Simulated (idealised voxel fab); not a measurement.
Name of the process module below: voxel self aligned contacts
FYI the section here is cut, 205 nm wide, cells are 5 nm squares.
Square cells in a grid make up a cross-section in this document, and the grid is given as bands, listed from the top down, each one or more rows of cells. It is stipulated that each band's entry specify, in nanometres, the height of the top of the band and then that of its bottom, followed by the materials of the band in left-to-right sequence, each together with its width in nanometres. A single material marked by the word "full width" is understood to fill the band from edge to edge; the word "air" is understood to denote empty space. We count height from 0. Below that, the starting wafer is all one material. The lowest band never ends at the bottom but goes on down; see "0 -> down" for how that is written. Width spec "30..40" -> top row of cells at first value, bottom row at second value, equal per-row change in between. "no alteration", as given for a step, is the statement that not any cell of the cross-section underwent a change during that step. In "Sealed voids" the enclosed voids are listed, meaning empty spaces of 8 cells or larger without any opening to the top. The form is width x height at distance, distance from the left edge, units nm. Anything after a step's settings on that line? It's the simulator's own note about the step. overlay nm: on a step with a mask, how far right of its planned place the mask lay; negative means left.

### List of planned process steps
1: RECEIVE (material Si)
2: CONFORMAL_DEP (material SiO2; thk nm 5)
3: DIRECTIONAL_DEP (material polySi; thk nm 25)
4: DIRECTIONAL_DEP (material SiN; thk nm 20)
5: PATTERN (tone cover; mask id GATE; material resist; width nm 35; pitch nm 70; thk nm 15; overlay nm 0)
6: DIRECTIONAL_ETCH (etch materials SiN; depth nm 20)
7: DIRECTIONAL_ETCH (etch materials polySi; depth nm 25)
8: STRIP (etch materials resist)
9: CONFORMAL_DEP (material SiN; thk nm 5)
10: DIRECTIONAL_ETCH (etch materials SiN; depth nm 5)
11: FILL_DEP (material SiO2; thk nm 10)
12: CMP (height nm 55)
13: DIRECTIONAL_DEP (material aC; thk nm 10)
14: PATTERN (tone open; mask id CONTACT; material resist; width nm 55; pitch nm 70; thk nm 25; overlay nm 0)
15: DIRECTIONAL_ETCH (etch materials aC; depth nm 10)
16: STRIP (etch materials resist)
17: DIRECTIONAL_ETCH (etch materials SiO2; depth nm 55)
18: STRIP (etch materials aC)
19: CONFORMAL_DEP (material TiN; thk nm 5)
20: FILL_DEP (material Ru; thk nm 5)
21: CMP (height nm 55)
22: CONFORMAL_DEP (material SiN; thk nm 5)
The wafers in this document start out alike and differ in the thk nm applied at step 2; the plan shows the value used for the first wafer.

### Received condition of the first of several wafers, sectioned: post-step 1
    0 -> down: Si full width
    Sealed voids: none

### The table below has one row for each wafer; a row shows, as of the end of the module, how many cells of each material the wafer has gained, marked (+), or lost, marked (-), since it was received, and then the wafer's closed voids
thk nm 5, +60 Ru, +179 SiN, +86 SiO2, +62 TiN, +105 polySi, Sealed voids: none
thk nm 10, +60 Ru, +179 SiN, +98 SiO2, +50 TiN, +105 polySi, Sealed voids: none
thk nm 15, +60 Ru, +152 SiN, +125 SiO2, +50 TiN, +105 polySi, Sealed voids: none
thk nm 20, +60 Ru, +125 SiN, +152 SiO2, +50 TiN, +105 polySi, Sealed voids: none
